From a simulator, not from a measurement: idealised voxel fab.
Process module heading - voxel capacitor over wiring
Displayed cross-section: cut, width of 140 nm, square cells sized 5 nm.
A cross-section is written here as square cells arranged in a grid, and it is given in bands from the top down, each band taking up one or more rows of cells. The entry gives the band's vertical extent as a top height and a bottom height in nm, then its horizontal make-up as materials from left to right, each with a width in nm. "blank" stands for empty space; a single material marked "all across" fills the band edge to edge. The reference from which all heights are counted is 0, the level beneath which the as-received wafer is entirely one material; the lowest band, having no lower bound, proceeds downward and is written after the example "0..down". It should be noted that a width expressed as "30->40" varies in equal increments from row to row of cells within the band, taking the value of the first number at the top row and that of the second number at the bottom row. Any step labelled "remained the same" changed none of the cells in the cross-section. This entry, "Voids, sealed", enumerates those empty regions of no fewer than 8 cells that possess no open connection to the top. Each region is reported in the form width x height at distance, the distance being taken from the left edge, with all three quantities expressed in nm. What comes after the settings on a step's line is commentary from the simulator itself on that step. overlay nm: where the mask lay relative to plan, measured to the right, on steps with a mask; negatives go left.

SET OUT BELOW ARE THE PLANNED STEPS OF THE PROCESS
- 1: RECEIVE (material Si)
- 2: CONFORMAL_DEP (material SiO2; thk nm 10)
- 3: CONFORMAL_DEP (material SiN; thk nm 5)
- 4: DIRECTIONAL_DEP (material SiO2; thk nm 15)
- 5: DIRECTIONAL_DEP (material aC; thk nm 10)
- 6: PATTERN (tone open; mask id METAL_1; material resist; width nm 25; pitch nm 80; thk nm 25; overlay nm 0)
- 7: DIRECTIONAL_ETCH (etch materials aC; depth nm 10)
- 8: STRIP (etch materials resist)
- 9: DIRECTIONAL_ETCH (etch materials SiO2; depth nm 15)
- 10: DIRECTIONAL_ETCH (etch materials SiN; depth nm 5)
- 11: STRIP (etch materials aC)
- 12: CONFORMAL_DEP (material TiN; thk nm 5)
- 13: FILL_DEP (material W; thk nm 10)
- 14: CMP (height nm 30)
- 15: EPI (material Ru; thk nm 5)
- 16: FILL_DEP (material SiCN; thk nm 5)
- 17: DIRECTIONAL_DEP (material SiO2; thk nm 20)
- 18: DIRECTIONAL_DEP (material aC; thk nm 15)
- 19: PATTERN (tone open; mask id PLUG_1; material resist; width nm 15; thk nm 30; overlay nm 0)
- 20: DIRECTIONAL_ETCH (etch materials aC; depth nm 15)
- 21: STRIP (etch materials resist)
- 22: DIRECTIONAL_ETCH (etch materials SiO2; depth nm 20)
- 23: DIRECTIONAL_ETCH (etch materials SiCN; depth nm 5)
- 24: STRIP (etch materials aC)
- 25: EPI (material Ru; thk nm 10)
- 26: EPI (material Ru; thk nm 10)
- 27: EPI (material Ru; thk nm 5)
- 28: DIRECTIONAL_DEP (material TiN; thk nm 10)
- 29: DIRECTIONAL_DEP (material SiN; thk nm 5)
- 30: DIRECTIONAL_DEP (material TiN; thk nm 10)
- 31: DIRECTIONAL_DEP (material aC; thk nm 15)
- 32: PATTERN (tone cover; mask id UPPER_PLATE; material resist; width nm 60; thk nm 35; overlay nm 0)
- 33: DIRECTIONAL_ETCH (etch materials aC; depth nm 15)
- 34: STRIP (etch materials resist)
- 35: DIRECTIONAL_ETCH (etch materials TiN; depth nm 10)
- 36: DIRECTIONAL_ETCH (etch materials SiN; depth nm 5)
- 37: STRIP (etch materials aC)
- 38: DIRECTIONAL_DEP (material aC; thk nm 15)
- 39: PATTERN (tone cover; mask id LOWER_PLATE; material resist; width nm 70; thk nm 30; overlay nm 0)
- 40: DIRECTIONAL_ETCH (etch materials aC; depth nm 15)
- 41: STRIP (etch materials resist)
- 42: DIRECTIONAL_ETCH (etch materials TiN; depth nm 10)
- 43: STRIP (etch materials aC)
- 44: FILL_DEP (material SiO2; thk nm 15)
- 45: CMP (height nm 95)
- 46: DIRECTIONAL_DEP (material aC; thk nm 15)
- 47: PATTERN (tone open; mask id PLUG_2; material resist; width nm 15; thk nm 35; overlay nm 0)
- 48: DIRECTIONAL_ETCH (etch materials aC; depth nm 15)
- 49: STRIP (etch materials resist)
- 50: DIRECTIONAL_ETCH (etch materials SiO2; depth nm 10)
- 51: STRIP (etch materials aC)
- 52: CONFORMAL_DEP (material TiN; thk nm 5)
- 53: FILL_DEP (material Cu; thk nm 5)
- 54: CMP (height nm 95)
- 55: CONFORMAL_DEP (material SiCN; thk nm 5)

AS RECEIVED (POST STEP 1): CROSS-SECTION
* 0..down  Si all across
* Voids, sealed: none

WAFER CROSS-SECTION AT END OF MODULE: START AND PLAN AS SHOWN ABOVE, ONE EXECUTION ERROR
* 100..95  SiCN all across
* 95..90  35 nm SiO2 | 5 nm TiN | 5 nm Cu | 5 nm TiN | 90 nm SiO2
* 90..85  35 nm SiO2 | 15 nm TiN | 90 nm SiO2
* 85..75  25 nm SiO2 | 60 nm TiN | 55 nm SiO2
* 75..70  25 nm SiO2 | 60 nm SiN | 55 nm SiO2
* 70..60  15 nm SiO2 | 70 nm TiN | 55 nm SiO2
* 60..40  25 nm SiO2 | 15 nm Ru | 100 nm SiO2
* 40..35  25 nm SiCN | 15 nm Ru | 100 nm SiCN
* 35..30  10 nm SiCN | 35 nm Ru | 45 nm SiCN | 35 nm Ru | 15 nm SiCN
* 30..15  15 nm SiO2 | 5 nm TiN | 15 nm W | 5 nm TiN | 55 nm SiO2 | 5 nm TiN | 15 nm W | 5 nm TiN | 20 nm SiO2
* 15..10  15 nm SiN | 25 nm TiN | 55 nm SiN | 25 nm TiN | 20 nm SiN
* 10..0  SiO2 all across
* 0..down  Si all across
* Voids, sealed: none
Diagnosis: step 39 ran as: PATTERN (tone cover; mask id LOWER_PLATE; material resist; width nm 70; thk nm 30; overlay nm -5)
